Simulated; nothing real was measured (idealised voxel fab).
Process module in this document: voxel wiring stack
For reference, the cross-section in this document is cut, with width 245 nm and square cells of 5 nm.
Format of a cross-section: grid, square cells. Given as bands. Order: top down. Band: one or more rows of cells.
Band entry format. Leading values: height of top, height of bottom, nm. Remainder: materials in left-to-right order, each with its width in nm. Special words: "full width" on a single material, which then fills the band edge to edge; "air", empty space.
Beneath 0, the wafer as received is one material, and that level is where height counting begins. The lowest band goes on downward without a bottom; it is written like "0 down".
Width: "30->40" (first number = top row, second number = bottom row, same change from row to row of cells).
No cell of the cross-section changed in a step that is given as "nothing different".
In the "Fully enclosed voids" entry, you get each enclosed empty space of 8 cells or more, one with no open way to the top, written width x height at distance, distance from the left edge, in nm.
after a step's settings: what the simulator itself notes on the step
Regarding "overlay nm": on a step with a mask, it is the distance the mask lay to the right of its planned place; a negative value places it to the left.
### Planned step list for the process
1) RECEIVE (material Si)
2) CONFORMAL_DEP (material SiO2; thk nm 15)
3) DIRECTIONAL_DEP (material TiN; thk nm 5)
4) DIRECTIONAL_DEP (material W; thk nm 25)
5) MASKED_ETCH (tone cover; mask id METAL_1; width nm 25; pitch nm 50; etch materials W; depth nm 25; overlay nm 0)
6) MASKED_ETCH (tone cover; mask id METAL_1; width nm 25; pitch nm 50; etch materials TiN; depth nm 5; overlay nm 0)
7) CONFORMAL_DEP (material SiN; thk nm 5)
8) FILL_DEP (material SiO2; thk nm 5)
9) CMP (height nm 45)
10) CONFORMAL_DEP (material SiCN; thk nm 5)
11) DIRECTIONAL_DEP (material lowk; thk nm 15)
12) DIRECTIONAL_DEP (material aC; thk nm 15)
13) PATTERN (tone open; mask id PLUG_1; material resist; width nm 15; thk nm 35; overlay nm 0)
14) DIRECTIONAL_ETCH (etch materials aC; depth nm 15)
15) STRIP (etch materials resist)
16) DIRECTIONAL_ETCH (etch materials lowk; depth nm 15)
17) DIRECTIONAL_ETCH (etch materials SiCN; depth nm 5)
18) STRIP (etch materials aC)
19) EPI (material Ru; thk nm 10)
20) EPI (material Ru; thk nm 10)
21) DIRECTIONAL_DEP (material TiN; thk nm 5)
22) DIRECTIONAL_DEP (material W; thk nm 20)
23) PATTERN (tone cover; mask id METAL_2; material resist; width nm 25; pitch nm 50; thk nm 15; overlay nm 0)
24) DIRECTIONAL_ETCH (etch materials W; depth nm 20)
25) DIRECTIONAL_ETCH (etch materials TiN; depth nm 5)
26) STRIP (etch materials resist)
27) CONFORMAL_DEP (material SiCN; thk nm 5)
28) FILL_DEP (material SiO2; thk nm 5)
29) CMP (height nm 90)
30) CONFORMAL_DEP (material SiCN; thk nm 5)
31) DIRECTIONAL_DEP (material lowk; thk nm 30)
32) MASKED_ETCH (tone open; mask id METAL_3; width nm 25; pitch nm 50; etch materials lowk; depth nm 15; overlay nm 0)
33) PATTERN (tone open; mask id METAL_3_HOLES; material resist; width nm 15; thk nm 15; overlay nm 0)
34) DIRECTIONAL_ETCH (etch materials lowk; depth nm 15)
35) DIRECTIONAL_ETCH (etch materials SiCN; depth nm 5)
36) STRIP (etch materials resist)
37) CONFORMAL_DEP (material TiN; thk nm 5)
38) FILL_DEP (material Cu; thk nm 10)
39) CMP (height nm 125)
40) CONFORMAL_DEP (material SiCN; thk nm 5)
All wafers enter the flow in the same state. The thk nm at step 30 differs from wafer to wafer, and the plan gives the value for the first wafer.
### Cross-section of the first of several received wafers, showing its state after step 1
    0 down | Si full width
    Fully enclosed voids: none
### The following table contains a row per wafer, in which are reported, at the conclusion of the module, the cells of each material gained (+) or lost (-) since the wafer's receipt, with its closed voids given thereafter
thk nm 5 | +16 Cu | +12 Ru | +196 SiCN | +59 SiN | +462 SiO2 | +46 TiN | +90 W | +393 lowk | Fully enclosed voids: none
thk nm 10 | +10 Cu | +12 Ru | +245 SiCN | +59 SiN | +462 SiO2 | +42 TiN | +90 W | +354 lowk | Fully enclosed voids: none
thk nm 15 | +4 Cu | +12 Ru | +294 SiCN | +59 SiN | +462 SiO2 | +38 TiN | +90 W | +315 lowk | Fully enclosed voids: none
thk nm 20 | +3 Cu | +12 Ru | +343 SiCN | +59 SiN | +462 SiO2 | +29 TiN | +90 W | +276 lowk | Fully enclosed voids: none
